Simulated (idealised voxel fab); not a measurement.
Process module heading - voxel gate over fins
cross-section cut | 255 nm wide | cells 5 nm
Reading order for cross-sections: top band down to bottom band. Underlying form: a grid of square cells. Band size: one or more rows of cells.
Quick guide to a band line: top height, bottom height (nm) up front; then every material left to right with its width in nm. Only one material and it's marked "all across"? Then it fills the band edge to edge. And "air" just means empty space.
Measure heights from 0. That's the level where, below it, the as-received wafer is all one material. The lowest band is bottomless and extends downward; write it as in "0 nm and below".
A width such as "30->40" changes by the same amount from each row of cells to the next, from the band's top row to its bottom row.
Reading "nothing altered" for a step: not a cell of the cross-section changed in it.
The label "Closed void register" introduces a list of the empty spaces, 8 cells or larger, that have no open way up to the top; each entry in it reads width x height at distance, where the distance is taken from the left edge and all three are stated in nm.
Whatever follows a step's settings on its line is a remark the simulator itself makes about that step.
On any step carrying a mask, the "overlay nm" setting, if present on the step's line, tells how far right of its planned place the mask lay; negative values point to the left.
From here on the document is pairs. In a pair, the cross-section before one process step comes with the cross-section after it, and the latter goes no deeper than the lowest band that changed. What lies in between, the step and its settings, is written under the pair. A pair may be from a different run of this module on the same starting wafer than the pair above it, so it continues from that pair only where its entry headed "Pre-step profile" says so.

### Pre-step profile
* 0 nm and below  Si all across
* Closed void register: none

### Result of Step
* 10 nm to 0 nm  SiN all across
* Heights below 0 show no change.
* Closed void register: none
Step that separates the before view from the after view above: CONFORMAL_DEP: material SiN, thk nm 10

Pre-step profile: see the after view in the pair directly above.

### Result of Step
* 20 nm to 10 nm  aC all across
* Heights below 10 show no change.
* Closed void register: none
Step that separates the before view from the after view above: DIRECTIONAL_DEP: material aC, thk nm 10

Pre-step profile: see the after view in the pair directly above.

### Result of Step
* 50 nm to 20 nm  70 nm air | 15 nm resist | 35 nm air | 15 nm resist | 35 nm air | 15 nm resist | 70 nm air
* Heights below 20 show no change.
* Closed void register: none
Step that separates the before view from the after view above: PATTERN: tone cover, mask id FINS, material resist, width nm 15, pitch nm 50, thk nm 30, overlay nm 0

Pre-step profile: see the after view in the pair directly above.

### Result of Step
* 40 nm to 20 nm  70 nm air | 15 nm resist | 35 nm air | 15 nm resist | 35 nm air | 15 nm resist | 70 nm air
* 20 nm to 10 nm  70 nm air | 15 nm aC | 35 nm air | 15 nm aC | 35 nm air | 15 nm aC | 70 nm air
* Heights below 10 show no change.
* Closed void register: none
Step that separates the before view from the after view above: DIRECTIONAL_ETCH: etch materials aC, depth nm 10

Pre-step profile: see the after view in the pair directly above.

### Result of Step
* 20 nm to 10 nm  70 nm air | 15 nm aC | 35 nm air | 15 nm aC | 35 nm air | 15 nm aC | 70 nm air
* Heights below 10 show no change.
* Closed void register: none
Step that separates the before view from the after view above: STRIP: etch materials resist

Pre-step profile: see the after view in the pair directly above.

### Result of Step
* 20 nm to 10 nm  70 nm air | 15 nm aC | 35 nm air | 15 nm aC | 35 nm air | 15 nm aC | 70 nm air
* 10 nm to 0 nm  70 nm air | 15 nm SiN | 35 nm air | 15 nm SiN | 35 nm air | 15 nm SiN | 70 nm air
* Heights below 0 show no change.
* Closed void register: none
Step that separates the before view from the after view above: DIRECTIONAL_ETCH: etch materials SiN, depth nm 10

Pre-step profile: see the after view in the pair directly above.

### Result of Step
* 20 nm to 10 nm  70 nm air | 15 nm aC | 35 nm air | 15 nm aC | 35 nm air | 15 nm aC | 70 nm air
* 10 nm to 0 nm  70 nm air | 15 nm SiN | 35 nm air | 15 nm SiN | 35 nm air | 15 nm SiN | 70 nm air
* 0 nm to -35 nm  70 nm air | 15 nm Si | 35 nm air | 15 nm Si | 35 nm air | 15 nm Si | 70 nm air
* Heights below -35 show no change.
* Closed void register: none
Step that separates the before view from the after view above: DIRECTIONAL_ETCH: etch materials Si, depth nm 35

Pre-step profile: see the after view in the pair directly above.

### Result of Step
* 10 nm to 0 nm  70 nm air | 15 nm SiN | 35 nm air | 15 nm SiN | 35 nm air | 15 nm SiN | 70 nm air
* Heights below 0 show no change.
* Closed void register: none
Step that separates the before view from the after view above: STRIP: etch materials aC

Pre-step profile: see the after view in the pair directly above.

### Result of Step
* 10 nm to 0 nm  70 nm air | 15 nm SiN | 35 nm air | 15 nm SiN | 35 nm air | 15 nm SiN | 70 nm air
* 0 nm to -35 nm  70 nm air | 5 nm SiO2 | 5 nm Si | 5 nm SiO2 | 35 nm air | 5 nm SiO2 | 5 nm Si | 5 nm SiO2 | 35 nm air | 5 nm SiO2 | 5 nm Si | 5 nm SiO2 | 70 nm air
* -35 nm to -40 nm  75 nm SiO2 | 5 nm Si | 45 nm SiO2 | 5 nm Si | 45 nm SiO2 | 5 nm Si | 75 nm SiO2
* Heights below -40 show no change.
* Closed void register: none
Step that separates the before view from the after view above: OXIDIZE: depth nm 5

Pre-step profile: see the after view in the pair directly above.

### Result of Step
* 15 nm to 10 nm  SiO2 all across
* 10 nm to 0 nm  70 nm SiO2 | 15 nm SiN | 35 nm SiO2 | 15 nm SiN | 35 nm SiO2 | 15 nm SiN | 70 nm SiO2
* 0 nm to -40 nm  75 nm SiO2 | 5 nm Si | 45 nm SiO2 | 5 nm Si | 45 nm SiO2 | 5 nm Si | 75 nm SiO2
* Heights below -40 show no change.
* Closed void register: none
Step that separates the before view from the after view above: FILL_DEP: material SiO2, thk nm 5

Pre-step profile: see the after view in the pair directly above.

### Result of Step
* 10 nm to 0 nm  70 nm SiO2 | 15 nm SiN | 35 nm SiO2 | 15 nm SiN | 35 nm SiO2 | 15 nm SiN | 70 nm SiO2
* Heights below 0 show no change.
* Closed void register: none
Step that separates the before view from the after view above: CMP: height nm 10

Pre-step profile: see the after view in the pair directly above.

### Result of Step
* 25 nm to 10 nm  aC all across
* Heights below 10 show no change.
* Closed void register: none
Step that separates the before view from the after view above: DIRECTIONAL_DEP: material aC, thk nm 15

Pre-step profile: see the after view in the pair directly above.

### Result of Step
* 60 nm to 25 nm  95 nm resist | 15 nm air | 145 nm resist
* Heights below 25 show no change.
* Closed void register: none
Step that separates the before view from the after view above: PATTERN: tone open, mask id RAIL, material resist, width nm 15, thk nm 35, overlay nm 0

Pre-step profile: see the after view in the pair directly above.

### Result of Step
* 45 nm to 25 nm  95 nm resist | 15 nm air | 145 nm resist
* 25 nm to 10 nm  95 nm aC | 15 nm air | 145 nm aC
* Heights below 10 show no change.
* Closed void register: none
Step that separates the before view from the after view above: DIRECTIONAL_ETCH: etch materials aC, depth nm 15

Pre-step profile: see the after view in the pair directly above.

### Result of Step
* 25 nm to 10 nm  95 nm aC | 15 nm air | 145 nm aC
* Heights below 10 show no change.
* Closed void register: none
Step that separates the before view from the after view above: STRIP: etch materials resist

Pre-step profile: see the after view in the pair directly above.

### Result of Step
* 25 nm to 10 nm  95 nm aC | 15 nm air | 145 nm aC
* 10 nm to 0 nm  70 nm SiO2 | 15 nm SiN | 10 nm SiO2 | 15 nm air | 10 nm SiO2 | 15 nm SiN | 35 nm SiO2 | 15 nm SiN | 70 nm SiO2
* 0 nm to -30 nm  75 nm SiO2 | 5 nm Si | 15 nm SiO2 | 15 nm air | 15 nm SiO2 | 5 nm Si | 45 nm SiO2 | 5 nm Si | 75 nm SiO2
* Heights below -30 show no change.
* Closed void register: none
Step that separates the before view from the after view above: DIRECTIONAL_ETCH: etch materials SiO2, depth nm 40

Pre-step profile: see the after view in the pair directly above.

### Result of Step
* 10 nm to 0 nm  70 nm SiO2 | 15 nm SiN | 10 nm SiO2 | 15 nm air | 10 nm SiO2 | 15 nm SiN | 35 nm SiO2 | 15 nm SiN | 70 nm SiO2
* Heights below 0 show no change.
* Closed void register: none
Step that separates the before view from the after view above: STRIP: etch materials aC

Pre-step profile: see the after view in the pair directly above.

### Result of Step
* 15 nm to 10 nm  100 nm TiN | 5 nm air | 150 nm TiN
* 10 nm to 0 nm  70 nm SiO2 | 15 nm SiN | 10 nm SiO2 | 5 nm TiN | 5 nm air | 5 nm TiN | 10 nm SiO2 | 15 nm SiN | 35 nm SiO2 | 15 nm SiN | 70 nm SiO2
* 0 nm to -25 nm  75 nm SiO2 | 5 nm Si | 15 nm SiO2 | 5 nm TiN | 5 nm air | 5 nm TiN | 15 nm SiO2 | 5 nm Si | 45 nm SiO2 | 5 nm Si | 75 nm SiO2
* -25 nm to -30 nm  75 nm SiO2 | 5 nm Si | 15 nm SiO2 | 15 nm TiN | 15 nm SiO2 | 5 nm Si | 45 nm SiO2 | 5 nm Si | 75 nm SiO2
* Heights below -30 show no change.
* Closed void register: none
Step that separates the before view from the after view above: CONFORMAL_DEP: material TiN, thk nm 5

Pre-step profile: see the after view in the pair directly above.

### Result of Step
* 25 nm to 15 nm  Ru all across
* 15 nm to 10 nm  100 nm TiN | 5 nm Ru | 150 nm TiN
* 10 nm to 0 nm  70 nm SiO2 | 15 nm SiN | 10 nm SiO2 | 5 nm TiN | 5 nm Ru | 5 nm TiN | 10 nm SiO2 | 15 nm SiN | 35 nm SiO2 | 15 nm SiN | 70 nm SiO2
* 0 nm to -25 nm  75 nm SiO2 | 5 nm Si | 15 nm SiO2 | 5 nm TiN | 5 nm Ru | 5 nm TiN | 15 nm SiO2 | 5 nm Si | 45 nm SiO2 | 5 nm Si | 75 nm SiO2
* Heights below -25 show no change.
* Closed void register: none
Step that separates the before view from the after view above: FILL_DEP: material Ru, thk nm 10

Pre-step profile: see the after view in the pair directly above.

### Result of Step
* 10 nm to 0 nm  70 nm SiO2 | 15 nm SiN | 10 nm SiO2 | 5 nm TiN | 5 nm Ru | 5 nm TiN | 10 nm SiO2 | 15 nm SiN | 35 nm SiO2 | 15 nm SiN | 70 nm SiO2
* Heights below 0 show no change.
* Closed void register: none
Step that separates the before view from the after view above: CMP: height nm 10

Pre-step profile: see the after view in the pair directly above.

### Result of Step
* 10 nm to 0 nm  70 nm SiO2 | 15 nm SiN | 10 nm SiO2 | 15 nm air | 10 nm SiO2 | 15 nm SiN | 35 nm SiO2 | 15 nm SiN | 70 nm SiO2
* 0 nm to -25 nm  75 nm SiO2 | 5 nm Si | 15 nm SiO2 | 15 nm air | 15 nm SiO2 | 5 nm Si | 45 nm SiO2 | 5 nm Si | 75 nm SiO2
* Heights below -25 show no change.
* Closed void register: none
Step that separates the before view from the after view above: SELECTIVE_ETCH: etch materials W Ru TiN, depth nm 35

Pre-step profile: see the after view in the pair directly above.

### Result of Step
* 15 nm to 10 nm  SiO2 all across
* 10 nm to 0 nm  70 nm SiO2 | 15 nm SiN | 35 nm SiO2 | 15 nm SiN | 35 nm SiO2 | 15 nm SiN | 70 nm SiO2
* 0 nm to -25 nm  75 nm SiO2 | 5 nm Si | 45 nm SiO2 | 5 nm Si | 45 nm SiO2 | 5 nm Si | 75 nm SiO2
* Heights below -25 show no change.
* Closed void register: none
Step that separates the before view from the after view above: FILL_DEP: material SiO2, thk nm 5

Pre-step profile: see the after view in the pair directly above.

### Result of Step
* 10 nm to 0 nm  70 nm SiO2 | 15 nm SiN | 35 nm SiO2 | 15 nm SiN | 35 nm SiO2 | 15 nm SiN | 70 nm SiO2
* Heights below 0 show no change.
* Closed void register: none
Step that separates the before view from the after view above: CMP: height nm 10

Pre-step profile: see the after view in the pair directly above.

### Result of Step
* 10 nm to 0 nm  70 nm air | 15 nm SiN | 35 nm air | 15 nm SiN | 35 nm air | 15 nm SiN | 70 nm air
* 0 nm to -15 nm  75 nm air | 5 nm Si | 45 nm air | 5 nm Si | 45 nm air | 5 nm Si | 75 nm air
* Heights below -15 show no change.
* Closed void register: none
Step that separates the before view from the after view above: SELECTIVE_ETCH: etch materials SiO2, depth nm 25

Pre-step profile: see the after view in the pair directly above.

### Result of Step
* 0 nm to -15 nm  75 nm air | 5 nm Si | 45 nm air | 5 nm Si | 45 nm air | 5 nm Si | 75 nm air
* Heights below -15 show no change.
* Closed void register: none
Step that separates the before view from the after view above: STRIP: etch materials SiN

Pre-step profile: see the after view in the pair directly above.

### Result of Step
* 5 nm to 0 nm  70 nm air | 15 nm HfO2 | 35 nm air | 15 nm HfO2 | 35 nm air | 15 nm HfO2 | 70 nm air
* 0 nm to -10 nm  70 nm air | 5 nm HfO2 | 5 nm Si | 5 nm HfO2 | 35 nm air | 5 nm HfO2 | 5 nm Si | 5 nm HfO2 | 35 nm air | 5 nm HfO2 | 5 nm Si | 5 nm HfO2 | 70 nm air
* -10 nm to -15 nm  75 nm HfO2 | 5 nm Si | 45 nm HfO2 | 5 nm Si | 45 nm HfO2 | 5 nm Si | 75 nm HfO2
* Heights below -15 show no change.
* Closed void register: none
Step that separates the before view from the after view above: CONFORMAL_DEP: material HfO2, thk nm 5

Pre-step profile: see the after view in the pair directly above.

### Result of Step
* 10 nm to 5 nm  65 nm air | 25 nm TiN | 25 nm air | 25 nm TiN | 25 nm air | 25 nm TiN | 65 nm air
* 5 nm to 0 nm  65 nm air | 5 nm TiN | 15 nm HfO2 | 5 nm TiN | 25 nm air | 5 nm TiN | 15 nm HfO2 | 5 nm TiN | 25 nm air | 5 nm TiN | 15 nm HfO2 | 5 nm TiN | 65 nm air
* 0 nm to -5 nm  65 nm air | 5 nm TiN | 5 nm HfO2 | 5 nm Si | 5 nm HfO2 | 5 nm TiN | 25 nm air | 5 nm TiN | 5 nm HfO2 | 5 nm Si | 5 nm HfO2 | 5 nm TiN | 25 nm air | 5 nm TiN | 5 nm HfO2 | 5 nm Si | 5 nm HfO2 | 5 nm TiN | 65 nm air
* -5 nm to -10 nm  70 nm TiN | 5 nm HfO2 | 5 nm Si | 5 nm HfO2 | 35 nm TiN | 5 nm HfO2 | 5 nm Si | 5 nm HfO2 | 35 nm TiN | 5 nm HfO2 | 5 nm Si | 5 nm HfO2 | 70 nm TiN
* Heights below -10 show no change.
* Closed void register: none
Step that separates the before view from the after view above: CONFORMAL_DEP: material TiN, thk nm 5

Pre-step profile: see the after view in the pair directly above.

### Result of Step
* 15 nm to 10 nm  60 nm air | 35 nm TiAl | 15 nm air | 35 nm TiAl | 15 nm air | 35 nm TiAl | 60 nm air
* 10 nm to 5 nm  60 nm air | 5 nm TiAl | 25 nm TiN | 5 nm TiAl | 15 nm air | 5 nm TiAl | 25 nm TiN | 5 nm TiAl | 15 nm air | 5 nm TiAl | 25 nm TiN | 5 nm TiAl | 60 nm air
* 5 nm to 0 nm  60 nm air | 5 nm TiAl | 5 nm TiN | 15 nm HfO2 | 5 nm TiN | 5 nm TiAl | 15 nm air | 5 nm TiAl | 5 nm TiN | 15 nm HfO2 | 5 nm TiN | 5 nm TiAl | 15 nm air | 5 nm TiAl | 5 nm TiN | 15 nm HfO2 | 5 nm TiN | 5 nm TiAl | 60 nm air
* 0 nm to -5 nm  65 nm TiAl | 5 nm TiN | 5 nm HfO2 | 5 nm Si | 5 nm HfO2 | 5 nm TiN | 25 nm TiAl | 5 nm TiN | 5 nm HfO2 | 5 nm Si | 5 nm HfO2 | 5 nm TiN | 25 nm TiAl | 5 nm TiN | 5 nm HfO2 | 5 nm Si | 5 nm HfO2 | 5 nm TiN | 65 nm TiAl
* Heights below -5 show no change.
* Closed void register: none
Step that separates the before view from the after view above: CONFORMAL_DEP: material TiAl, thk nm 5

Pre-step profile: see the after view in the pair directly above.

### Result of Step
* 20 nm to 15 nm  55 nm air | 45 nm TiN | 5 nm air | 45 nm TiN | 5 nm air | 45 nm TiN | 55 nm air
* 15 nm to 10 nm  55 nm air | 5 nm TiN | 35 nm TiAl | 5 nm TiN | 5 nm air | 5 nm TiN | 35 nm TiAl | 5 nm TiN | 5 nm air | 5 nm TiN | 35 nm TiAl | 5 nm TiN | 55 nm air
* 10 nm to 5 nm  55 nm air | 5 nm TiN | 5 nm TiAl | 25 nm TiN | 5 nm TiAl | 5 nm TiN | 5 nm air | 5 nm TiN | 5 nm TiAl | 25 nm TiN | 5 nm TiAl | 5 nm TiN | 5 nm air | 5 nm TiN | 5 nm TiAl | 25 nm TiN | 5 nm TiAl | 5 nm TiN | 55 nm air
* 5 nm to 0 nm  60 nm TiN | 5 nm TiAl | 5 nm TiN | 15 nm HfO2 | 5 nm TiN | 5 nm TiAl | 15 nm TiN | 5 nm TiAl | 5 nm TiN | 15 nm HfO2 | 5 nm TiN | 5 nm TiAl | 15 nm TiN | 5 nm TiAl | 5 nm TiN | 15 nm HfO2 | 5 nm TiN | 5 nm TiAl | 60 nm TiN
* Heights below 0 show no change.
* Closed void register: none
Step that separates the before view from the after view above: CONFORMAL_DEP: material TiN, thk nm 5

Pre-step profile: see the after view in the pair directly above.

### Result of Step
* 30 nm to 20 nm  W all across
* 20 nm to 15 nm  55 nm W | 45 nm TiN | 5 nm W | 45 nm TiN | 5 nm W | 45 nm TiN | 55 nm W
* 15 nm to 10 nm  55 nm W | 5 nm TiN | 35 nm TiAl | 5 nm TiN | 5 nm W | 5 nm TiN | 35 nm TiAl | 5 nm TiN | 5 nm W | 5 nm TiN | 35 nm TiAl | 5 nm TiN | 55 nm W
* 10 nm to 5 nm  55 nm W | 5 nm TiN | 5 nm TiAl | 25 nm TiN | 5 nm TiAl | 5 nm TiN | 5 nm W | 5 nm TiN | 5 nm TiAl | 25 nm TiN | 5 nm TiAl | 5 nm TiN | 5 nm W | 5 nm TiN | 5 nm TiAl | 25 nm TiN | 5 nm TiAl | 5 nm TiN | 55 nm W
* Heights below 5 show no change.
* Closed void register: none
Step that separates the before view from the after view above: FILL_DEP: material W, thk nm 10

Pre-step profile: see the after view in the pair directly above.

### Result of Step
* 25 nm to 20 nm  W all across
* Heights below 20 show no change.
* Closed void register: none
Step that separates the before view from the after view above: CMP: height nm 25

Pre-step profile: see the after view in the pair directly above.

### Result of Step
* 35 nm to 25 nm  SiCN all across
* Heights below 25 show no change.
* Closed void register: none
Step that separates the before view from the after view above: CONFORMAL_DEP: material SiCN, thk nm 10

### Pre-step profile
* 25 nm to 15 nm  Ru all across
* 15 nm to 10 nm  100 nm TiN | 5 nm Ru | 150 nm TiN
* 10 nm to 0 nm  70 nm SiO2 | 15 nm SiN | 10 nm SiO2 | 5 nm TiN | 5 nm Ru | 5 nm TiN | 10 nm SiO2 | 15 nm SiN | 35 nm SiO2 | 15 nm SiN | 70 nm SiO2
* 0 nm to -25 nm  75 nm SiO2 | 5 nm Si | 15 nm SiO2 | 5 nm TiN | 5 nm Ru | 5 nm TiN | 15 nm SiO2 | 5 nm Si | 45 nm SiO2 | 5 nm Si | 75 nm SiO2
* -25 nm to -30 nm  75 nm SiO2 | 5 nm Si | 15 nm SiO2 | 15 nm TiN | 15 nm SiO2 | 5 nm Si | 45 nm SiO2 | 5 nm Si | 75 nm SiO2
* -30 nm to -40 nm  75 nm SiO2 | 5 nm Si | 45 nm SiO2 | 5 nm Si | 45 nm SiO2 | 5 nm Si | 75 nm SiO2
* -40 nm and below  Si all across
* Closed void register: none

### Result of Step
* 10 nm to 0 nm  70 nm SiO2 | 15 nm SiN | 10 nm SiO2 | 15 nm air | 10 nm SiO2 | 15 nm SiN | 35 nm SiO2 | 15 nm SiN | 70 nm SiO2
* 0 nm to -10 nm  75 nm SiO2 | 5 nm Si | 15 nm SiO2 | 15 nm air | 15 nm SiO2 | 5 nm Si | 45 nm SiO2 | 5 nm Si | 75 nm SiO2
* Heights below -10 show no change.
* Closed void register: none
Step that separates the before view from the after view above: SELECTIVE_ETCH: etch materials W Ru TiN, depth nm 35

Pre-step profile: see the after view in the pair directly above.

### Result of Step
* 15 nm to 10 nm  SiO2 all across
* 10 nm to 0 nm  70 nm SiO2 | 15 nm SiN | 35 nm SiO2 | 15 nm SiN | 35 nm SiO2 | 15 nm SiN | 70 nm SiO2
* 0 nm to -10 nm  75 nm SiO2 | 5 nm Si | 45 nm SiO2 | 5 nm Si | 45 nm SiO2 | 5 nm Si | 75 nm SiO2
* Heights below -10 show no change.
* Closed void register: none
Step that separates the before view from the after view above: FILL_DEP: material SiO2, thk nm 5

Pre-step profile: see the after view in the pair directly above.

### Result of Step
* 10 nm to 0 nm  70 nm SiO2 | 15 nm SiN | 35 nm SiO2 | 15 nm SiN | 35 nm SiO2 | 15 nm SiN | 70 nm SiO2
* Heights below 0 show no change.
* Closed void register: none
Step that separates the before view from the after view above: CMP: height nm 10

Pre-step profile: see the after view in the pair directly above.

### Result of Step
* 10 nm to 0 nm  70 nm air | 15 nm SiN | 35 nm air | 15 nm SiN | 35 nm air | 15 nm SiN | 70 nm air
* 0 nm to -10 nm  75 nm air | 5 nm Si | 45 nm air | 5 nm Si | 45 nm air | 5 nm Si | 75 nm air
* -10 nm to -15 nm  75 nm air | 5 nm Si | 15 nm air | 5 nm TiN | 5 nm Ru | 5 nm TiN | 15 nm air | 5 nm Si | 45 nm air | 5 nm Si | 75 nm air
* Heights below -15 show no change.
* Closed void register: none
Step that separates the before view from the after view above: SELECTIVE_ETCH: etch materials SiO2, depth nm 25

Pre-step profile: see the after view in the pair directly above.

### Result of Step
* 0 nm to -10 nm  75 nm air | 5 nm Si | 45 nm air | 5 nm Si | 45 nm air | 5 nm Si | 75 nm air
* Heights below -10 show no change.
* Closed void register: none
Step that separates the before view from the after view above: STRIP: etch materials SiN

Pre-step profile: see the after view in the pair directly above.

### Result of Step
* 5 nm to 0 nm  70 nm air | 15 nm HfO2 | 35 nm air | 15 nm HfO2 | 35 nm air | 15 nm HfO2 | 70 nm air
* 0 nm to -5 nm  70 nm air | 5 nm HfO2 | 5 nm Si | 5 nm HfO2 | 35 nm air | 5 nm HfO2 | 5 nm Si | 5 nm HfO2 | 35 nm air | 5 nm HfO2 | 5 nm Si | 5 nm HfO2 | 70 nm air
* -5 nm to -10 nm  70 nm air | 5 nm HfO2 | 5 nm Si | 5 nm HfO2 | 5 nm air | 25 nm HfO2 | 5 nm air | 5 nm HfO2 | 5 nm Si | 5 nm HfO2 | 35 nm air | 5 nm HfO2 | 5 nm Si | 5 nm HfO2 | 70 nm air
* -10 nm to -15 nm  75 nm HfO2 | 5 nm Si | 15 nm HfO2 | 5 nm TiN | 5 nm Ru | 5 nm TiN | 15 nm HfO2 | 5 nm Si | 45 nm HfO2 | 5 nm Si | 75 nm HfO2
* Heights below -15 show no change.
* Closed void register: none
Step that separates the before view from the after view above: CONFORMAL_DEP: material HfO2, thk nm 5

Pre-step profile: see the after view in the pair directly above.

### Result of Step
* 10 nm to 5 nm  65 nm air | 25 nm TiN | 25 nm air | 25 nm TiN | 25 nm air | 25 nm TiN | 65 nm air
* 5 nm to 0 nm  65 nm air | 5 nm TiN | 15 nm HfO2 | 5 nm TiN | 25 nm air | 5 nm TiN | 15 nm HfO2 | 5 nm TiN | 25 nm air | 5 nm TiN | 15 nm HfO2 | 5 nm TiN | 65 nm air
* 0 nm to -5 nm  65 nm air | 5 nm TiN | 5 nm HfO2 | 5 nm Si | 5 nm HfO2 | 35 nm TiN | 5 nm HfO2 | 5 nm Si | 5 nm HfO2 | 5 nm TiN | 25 nm air | 5 nm TiN | 5 nm HfO2 | 5 nm Si | 5 nm HfO2 | 5 nm TiN | 65 nm air
* -5 nm to -10 nm  70 nm TiN | 5 nm HfO2 | 5 nm Si | 5 nm HfO2 | 5 nm TiN | 25 nm HfO2 | 5 nm TiN | 5 nm HfO2 | 5 nm Si | 5 nm HfO2 | 35 nm TiN | 5 nm HfO2 | 5 nm Si | 5 nm HfO2 | 70 nm TiN
* Heights below -10 show no change.
* Closed void register: none
Step that separates the before view from the after view above: CONFORMAL_DEP: material TiN, thk nm 5

Pre-step profile: see the after view in the pair directly above.

### Result of Step
* 15 nm to 10 nm  60 nm air | 35 nm TiAl | 15 nm air | 35 nm TiAl | 15 nm air | 35 nm TiAl | 60 nm air
* 10 nm to 5 nm  60 nm air | 5 nm TiAl | 25 nm TiN | 5 nm TiAl | 15 nm air | 5 nm TiAl | 25 nm TiN | 5 nm TiAl | 15 nm air | 5 nm TiAl | 25 nm TiN | 5 nm TiAl | 60 nm air
* 5 nm to 0 nm  60 nm air | 5 nm TiAl | 5 nm TiN | 15 nm HfO2 | 5 nm TiN | 25 nm TiAl | 5 nm TiN | 15 nm HfO2 | 5 nm TiN | 5 nm TiAl | 15 nm air | 5 nm TiAl | 5 nm TiN | 15 nm HfO2 | 5 nm TiN | 5 nm TiAl | 60 nm air
* 0 nm to -5 nm  65 nm TiAl | 5 nm TiN | 5 nm HfO2 | 5 nm Si | 5 nm HfO2 | 35 nm TiN | 5 nm HfO2 | 5 nm Si | 5 nm HfO2 | 5 nm TiN | 25 nm TiAl | 5 nm TiN | 5 nm HfO2 | 5 nm Si | 5 nm HfO2 | 5 nm TiN | 65 nm TiAl
* Heights below -5 show no change.
* Closed void register: none
Step that separates the before view from the after view above: CONFORMAL_DEP: material TiAl, thk nm 5

Pre-step profile: see the after view in the pair directly above.

### Result of Step
* 20 nm to 15 nm  55 nm air | 45 nm TiN | 5 nm air | 45 nm TiN | 5 nm air | 45 nm TiN | 55 nm air
* 15 nm to 10 nm  55 nm air | 5 nm TiN | 35 nm TiAl | 5 nm TiN | 5 nm air | 5 nm TiN | 35 nm TiAl | 5 nm TiN | 5 nm air | 5 nm TiN | 35 nm TiAl | 5 nm TiN | 55 nm air
* 10 nm to 5 nm  55 nm air | 5 nm TiN | 5 nm TiAl | 25 nm TiN | 5 nm TiAl | 15 nm TiN | 5 nm TiAl | 25 nm TiN | 5 nm TiAl | 5 nm TiN | 5 nm air | 5 nm TiN | 5 nm TiAl | 25 nm TiN | 5 nm TiAl | 5 nm TiN | 55 nm air
* 5 nm to 0 nm  60 nm TiN | 5 nm TiAl | 5 nm TiN | 15 nm HfO2 | 5 nm TiN | 25 nm TiAl | 5 nm TiN | 15 nm HfO2 | 5 nm TiN | 5 nm TiAl | 15 nm TiN | 5 nm TiAl | 5 nm TiN | 15 nm HfO2 | 5 nm TiN | 5 nm TiAl | 60 nm TiN
* Heights below 0 show no change.
* Closed void register: none
Step that separates the before view from the after view above: CONFORMAL_DEP: material TiN, thk nm 5

Pre-step profile: see the after view in the pair directly above.

### Result of Step
* 30 nm to 20 nm  W all across
* 20 nm to 15 nm  55 nm W | 45 nm TiN | 5 nm W | 45 nm TiN | 5 nm W | 45 nm TiN | 55 nm W
* 15 nm to 10 nm  55 nm W | 5 nm TiN | 35 nm TiAl | 5 nm TiN | 5 nm W | 5 nm TiN | 35 nm TiAl | 5 nm TiN | 5 nm W | 5 nm TiN | 35 nm TiAl | 5 nm TiN | 55 nm W
* 10 nm to 5 nm  55 nm W | 5 nm TiN | 5 nm TiAl | 25 nm TiN | 5 nm TiAl | 15 nm TiN | 5 nm TiAl | 25 nm TiN | 5 nm TiAl | 5 nm TiN | 5 nm W | 5 nm TiN | 5 nm TiAl | 25 nm TiN | 5 nm TiAl | 5 nm TiN | 55 nm W
* Heights below 5 show no change.
* Closed void register: none
Step that separates the before view from the after view above: FILL_DEP: material W, thk nm 10

Pre-step profile: see the after view in the pair directly above.

### Result of Step
* 25 nm to 20 nm  W all across
* Heights below 20 show no change.
* Closed void register: none
Step that separates the before view from the after view above: CMP: height nm 25

Pre-step profile: see the after view in the pair directly above.

### Result of Step
* 35 nm to 25 nm  SiCN all across
* Heights below 25 show no change.
* Closed void register: none
Step that separates the before view from the after view above: CONFORMAL_DEP: material SiCN, thk nm 10

### Pre-step profile
* 20 nm to 10 nm  70 nm air | 15 nm aC | 35 nm air | 15 nm aC | 35 nm air | 15 nm aC | 70 nm air
* 10 nm to 0 nm  70 nm air | 15 nm SiN | 35 nm air | 15 nm SiN | 35 nm air | 15 nm SiN | 70 nm air
* 0 nm to -35 nm  70 nm air | 15 nm Si | 35 nm air | 15 nm Si | 35 nm air | 15 nm Si | 70 nm air
* -35 nm and below  Si all across
* Closed void register: none

### Result of Step
* 20 nm to 10 nm  70 nm air | 15 nm aC | 35 nm air | 15 nm aC | 35 nm air | 15 nm aC | 70 nm air
* 10 nm to 0 nm  70 nm air | 15 nm SiN | 35 nm air | 15 nm SiN | 35 nm air | 15 nm SiN | 70 nm air
* 0 nm to -70 nm  70 nm air | 15 nm Si | 35 nm air | 15 nm Si | 35 nm air | 15 nm Si | 70 nm air
* Heights below -70 show no change.
* Closed void register: none
Step that separates the before view from the after view above: DIRECTIONAL_ETCH: etch materials Si, depth nm 35

Pre-step profile: see the after view in the pair directly above.

### Result of Step
* 10 nm to 0 nm  70 nm air | 15 nm SiN | 35 nm air | 15 nm SiN | 35 nm air | 15 nm SiN | 70 nm air
* Heights below 0 show no change.
* Closed void register: none
Step that separates the before view from the after view above: STRIP: etch materials aC

Pre-step profile: see the after view in the pair directly above.

### Result of Step
* 10 nm to 0 nm  70 nm air | 15 nm SiN | 35 nm air | 15 nm SiN | 35 nm air | 15 nm SiN | 70 nm air
* 0 nm to -70 nm  70 nm air | 5 nm SiO2 | 5 nm Si | 5 nm SiO2 | 35 nm air | 5 nm SiO2 | 5 nm Si | 5 nm SiO2 | 35 nm air | 5 nm SiO2 | 5 nm Si | 5 nm SiO2 | 70 nm air
* -70 nm to -75 nm  75 nm SiO2 | 5 nm Si | 45 nm SiO2 | 5 nm Si | 45 nm SiO2 | 5 nm Si | 75 nm SiO2
* Heights below -75 show no change.
* Closed void register: none
Step that separates the before view from the after view above: OXIDIZE: depth nm 5

Pre-step profile: see the after view in the pair directly above.

### Result of Step
* 15 nm to 10 nm  SiO2 all across
* 10 nm to 0 nm  70 nm SiO2 | 15 nm SiN | 35 nm SiO2 | 15 nm SiN | 35 nm SiO2 | 15 nm SiN | 70 nm SiO2
* 0 nm to -75 nm  75 nm SiO2 | 5 nm Si | 45 nm SiO2 | 5 nm Si | 45 nm SiO2 | 5 nm Si | 75 nm SiO2
* Heights below -75 show no change.
* Closed void register: none
Step that separates the before view from the after view above: FILL_DEP: material SiO2, thk nm 5

Pre-step profile: see the after view in the pair directly above.

### Result of Step
* 10 nm to 0 nm  70 nm SiO2 | 15 nm SiN | 35 nm SiO2 | 15 nm SiN | 35 nm SiO2 | 15 nm SiN | 70 nm SiO2
* Heights below 0 show no change.
* Closed void register: none
Step that separates the before view from the after view above: CMP: height nm 10

Pre-step profile: see the after view in the pair directly above.

### Result of Step
* 25 nm to 10 nm  aC all across
* Heights below 10 show no change.
* Closed void register: none
Step that separates the before view from the after view above: DIRECTIONAL_DEP: material aC, thk nm 15
